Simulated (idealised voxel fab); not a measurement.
Module name: voxel gate over fins (process module)
It is cross-section cut that appears here, measuring 210 nm in width, its square cells being 5 nm in size.
How to read a cross-section here: the picture is a grid of square cells, written as bands going from the top down, and any band can span one or more rows of cells.
For a band, the entry starts with two heights in nm, that of the top and then that of the bottom, and carries on with the band's materials in order from left to right, each alongside its width in nm; the word "edge to edge" beside a single material means it fills the band edge to edge, and "empty" means empty space.
Beneath 0, the wafer as received is one material, and that level is where height counting begins. The lowest band goes on downward without a bottom; it is written like "from 0 down".
A width given as "30 to 40" starts at the first number in the band's top row and ends at the second number in its bottom row, shifting by an equal amount at every step from row to row.
"nothing was modified" after a step means that no cell of the cross-section changed.
"Trapped void list" specifies each empty space that is not open to the top and that occupies no fewer than 8 cells, using the form width x height at distance, the distance measured from the left edge and all three quantities in nm.
Step line, after settings: the simulator's comment on this step.
On any step carrying a mask, the "overlay nm" setting, if present on the step's line, tells how far right of its planned place the mask lay; negative values point to the left.

## Intended process steps
1: RECEIVE (material Si)
2: CONFORMAL_DEP (material SiN; thk nm 10)
3: PATTERN (tone cover; mask id FINS; material resist; width nm 15; pitch nm 45; thk nm 15; overlay nm 0)
4: DIRECTIONAL_ETCH (etch materials SiN; depth nm 10)
5: DIRECTIONAL_ETCH (etch materials Si; depth nm 40)
6: STRIP (etch materials resist)
7: OXIDIZE (depth nm 5)
8: FILL_DEP (material SiO2; thk nm 5)
9: CMP (height nm 10)
10: SELECTIVE_ETCH (etch materials SiO2; depth nm 20)
11: STRIP (etch materials SiN)
12: CONFORMAL_DEP (material HfO2; thk nm 5)
13: CONFORMAL_DEP (material TiN; thk nm 5)
14: FILL_DEP (material W; thk nm 10)
15: CMP (height nm 15)
16: CONFORMAL_DEP (material SiCN; thk nm 10)

## Wafer at receipt (post step 1), cross-section
* from 0 down = Si edge to edge
* Trapped void list: none

## Post-module cross-section: identical start and plan to those above, one misstep in execution
* from 25 to 15 = SiCN edge to edge
* from 15 to 10 = W edge to edge
* from 10 to 5 = W=40, then TiN=25, then W=20, then TiN=25, then W=20, then TiN=25, then W=55
* from 5 to 0 = W=40, then TiN=5, then HfO2=15, then TiN=5, then W=20, then TiN=5, then HfO2=15, then TiN=5, then W=20, then TiN=5, then HfO2=15, then TiN=5, then W=55
* from 0 to -5 = TiN=45, then HfO2=5, then Si=5, then HfO2=5, then TiN=30, then HfO2=5, then Si=5, then HfO2=5, then TiN=30, then HfO2=5, then Si=5, then HfO2=5, then TiN=60
* from -5 to -10 = HfO2=50, then Si=5, then HfO2=40, then Si=5, then HfO2=40, then Si=5, then HfO2=65
* from -10 to -45 = SiO2=50, then Si=5, then SiO2=40, then Si=5, then SiO2=40, then Si=5, then SiO2=65
* from -45 down = Si edge to edge
* Trapped void list: none
Against the plan, the run slipped here: it should be noted that step 3 was executed with settings other than those planned, the operation and settings actually applied being PATTERN (tone cover; mask id FINS; material resist; width nm 15; pitch nm 45; thk nm 15; overlay nm -5)
